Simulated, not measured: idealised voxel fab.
Module name: voxel air gaps (process module)
Cross-sectional view cut (width: 250 nm; square cell size: 5 nm).
A cross-section is written here as square cells arranged in a grid, and it is given in bands from the top down, each band taking up one or more rows of cells.
Per band: top height and bottom height in nm, followed by the left-to-right materials and their widths in nm; "throughout" marks a single material spanning edge to edge, "empty" marks empty space.
We count height from 0. Below that, the starting wafer is all one material. The lowest band never ends at the bottom but goes on down; see "top 0, no bottom" for how that is written.
Top row gets the first number, bottom row gets the second, and each row in between changes by the same step: that is how a band width like "30->40" works.
It should be understood that the words "remained unchanged", when stated for a given step, signify that the cross-section underwent no change in any of its cells during that step.
Voids not open to the top, 8 cells minimum: see "Closed void roster". Written width x height at distance; distance is from the left edge; nm.
That trailing text on a step's line, after the settings, is the simulator's own remark on the step.
Regarding "overlay nm": on a step with a mask, it is the distance the mask lay to the right of its planned place; a negative value places it to the left.
Listed below are the process steps as planned
1: RECEIVE (material Si)
2: CONFORMAL_DEP (material SiO2; thk nm 10)
3: CONFORMAL_DEP (material SiN; thk nm 5)
4: DIRECTIONAL_DEP (material lowk; thk nm 30)
5: DIRECTIONAL_DEP (material aC; thk nm 15)
6: PATTERN (tone open; mask id LINES; material resist; width nm 15; pitch nm 40; thk nm 35; overlay nm 0)
7: DIRECTIONAL_ETCH (etch materials aC; depth nm 15)
8: STRIP (etch materials resist)
9: DIRECTIONAL_ETCH (etch materials lowk; depth nm 30)
10: STRIP (etch materials aC)
11: CONFORMAL_DEP (material TiN; thk nm 5)
12: FILL_DEP (material Cu; thk nm 5)
13: CMP (height nm 45)
14: EPI (material Ru; thk nm 10)
15: SELECTIVE_ETCH (etch materials lowk; depth nm 40)
16: CONFORMAL_DEP (material SiN; thk nm 5)
As received, after step 1
    top 0, no bottom | Si throughout
    Closed void roster: none
Post-module cross-section of the first of two wafers (run per plan)
    top 60, bottom 55 | 40 nm empty, then 165 nm SiN, then 45 nm empty
    top 55, bottom 45 | 40 nm empty, then 5 nm SiN, then 35 nm Ru, then 5 nm SiN, then 35 nm Ru, then 5 nm SiN, then 35 nm Ru, then 5 nm SiN, then 35 nm Ru, then 5 nm SiN, then 45 nm empty
    top 45, bottom 40 | 40 nm empty, then 15 nm SiN, then 5 nm TiN, then 5 nm Cu, then 5 nm TiN, then 25 nm SiN, then 5 nm TiN, then 5 nm Cu, then 5 nm TiN, then 25 nm SiN, then 5 nm TiN, then 5 nm Cu, then 5 nm TiN, then 25 nm SiN, then 5 nm TiN, then 5 nm Cu, then 5 nm TiN, then 15 nm SiN, then 45 nm empty
    top 40, bottom 20 | 50 nm empty, then 5 nm SiN, then 5 nm TiN, then 5 nm Cu, then 5 nm TiN, then 5 nm SiN, then 15 nm empty, then 5 nm SiN, then 5 nm TiN, then 5 nm Cu, then 5 nm TiN, then 5 nm SiN, then 15 nm empty, then 5 nm SiN, then 5 nm TiN, then 5 nm Cu, then 5 nm TiN, then 5 nm SiN, then 15 nm empty, then 5 nm SiN, then 5 nm TiN, then 5 nm Cu, then 5 nm TiN, then 5 nm SiN, then 55 nm empty
    top 20, bottom 15 | 55 nm SiN, then 15 nm TiN, then 25 nm SiN, then 15 nm TiN, then 25 nm SiN, then 15 nm TiN, then 25 nm SiN, then 15 nm TiN, then 60 nm SiN
    top 15, bottom 10 | SiN throughout
    top 10, bottom 0 | SiO2 throughout
    top 0, no bottom | Si throughout
    Closed void roster: 15 x 20 at 75; 15 x 20 at 115; 15 x 20 at 155
Module end: cross-section of wafer two of two. Same start and process plan as the first wafer. One mistake during execution
    top 60, bottom 55 | SiN throughout
    top 55, bottom 45 | Ru throughout
    top 45, bottom 40 | Cu throughout
    top 40, bottom 35 | 60 nm TiN, then 5 nm Cu, then 35 nm TiN, then 5 nm Cu, then 35 nm TiN, then 5 nm Cu, then 35 nm TiN, then 5 nm Cu, then 65 nm TiN
    top 35, bottom 10 | 55 nm lowk, then 5 nm TiN, then 5 nm Cu, then 5 nm TiN, then 25 nm lowk, then 5 nm TiN, then 5 nm Cu, then 5 nm TiN, then 25 nm lowk, then 5 nm TiN, then 5 nm Cu, then 5 nm TiN, then 25 nm lowk, then 5 nm TiN, then 5 nm Cu, then 5 nm TiN, then 60 nm lowk
    top 10, bottom 5 | 55 nm lowk, then 15 nm TiN, then 25 nm lowk, then 15 nm TiN, then 25 nm lowk, then 15 nm TiN, then 25 nm lowk, then 15 nm TiN, then 60 nm lowk
    top 5, bottom 0 | SiN throughout
    top 0, no bottom | Si throughout
    Closed void roster: none
what went wrong: it should be noted that step 2 of the plan was omitted and was not performed
Materials where the second wafer ends with more or fewer cells than the first: Cu: 54 more | Ru: 44 more | SiN: 84 fewer | SiO2: 100 fewer | TiN: 46 more | lowk: 228 more
The closed voids present at the end amount to 3 for the first wafer and 0 for the second wafer.
